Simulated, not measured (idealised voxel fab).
process module | voxel quadruple lines
cross-section cut | 260 nm wide | cells 5 nm
A cross-section is a grid of square cells, given in bands from the top down. A band is one or more rows of cells.
Each band's line starts with the height of the band's top and of its bottom, in nm. Then come its materials from left to right, each with its width in nm. One material with "throughout" fills the band from edge to edge. "air" is empty space.
Height 0 is the level under which the wafer as received is all one material. The lowest band goes on downwards, as in "0 down".
A width such as "30 to 40" changes by the same amount from each row of cells to the next, from the band's top row to its bottom row.
"no change" after a step means that no cell of the cross-section changed.
closed voids: empty space of 8 cells or more with no open way to the top, each as width x height at its distance from the left edge, in nm
after a step's settings: what the simulator itself notes on the step
overlay nm, on a step with a mask: how far to the right of its planned place the mask lay; to the left if negative
plan
1 op RECEIVE | material Si
2 op CONFORMAL_DEP | material SiO2 | thk nm 5
3 op DIRECTIONAL_DEP | material Ru | thk nm 10
4 op DIRECTIONAL_DEP | material polySi | thk nm 15
5 op DIRECTIONAL_DEP | material aC | thk nm 20
6 op PATTERN | tone cover | mask id MANDREL | material resist | width nm 25 | thk nm 25 | overlay nm 0
7 op DIRECTIONAL_ETCH | etch materials aC | depth nm 20
8 op STRIP | etch materials resist
9 op CONFORMAL_DEP | material SiO2 | thk nm 15
10 op DIRECTIONAL_ETCH | etch materials SiO2 | depth nm 15
11 op STRIP | etch materials aC
12 op DIRECTIONAL_ETCH | etch materials polySi | depth nm 15
13 op STRIP | etch materials SiO2
14 op CONFORMAL_DEP | material SiCN | thk nm 10
15 op DIRECTIONAL_ETCH | etch materials SiCN | depth nm 10
16 op STRIP | etch materials polySi
17 op DIRECTIONAL_ETCH | etch materials Ru | depth nm 10
18 op STRIP | etch materials SiCN
varied across the wafers: width nm of step 6. The plan shows the first wafer's value. All wafers start alike
first wafer as received, after step 1
  0 down: Si throughout
  closed voids: none
first wafer at the end, after step 18
  15 to 5: air 90 | Ru 10 | air 15 | Ru 10 | air 5 | Ru 10 | air 15 | Ru 10 | air 95
  5 to 0: SiO2 throughout
  0 down: Si throughout
  closed voids: none
last wafer at the end
  15 to 5: air 80 | Ru 10 | air 15 | Ru 10 | air 30 | Ru 10 | air 15 | Ru 10 | air 80
  5 to 0: SiO2 throughout
  0 down: Si throughout
  closed voids: none
each wafer at the end: cells of each material gained (+) or lost (-) since it was received, then its closed voids
width nm 25 | +16 Ru | +52 SiO2 | closed voids: none
width nm 30 | +16 Ru | +52 SiO2 | closed voids: none
width nm 35 | +16 Ru | +52 SiO2 | closed voids: none
width nm 40 | +16 Ru | +52 SiO2 | closed voids: none
width nm 45 | +16 Ru | +52 SiO2 | closed voids: none
width nm 50 | +16 Ru | +52 SiO2 | closed voids: none
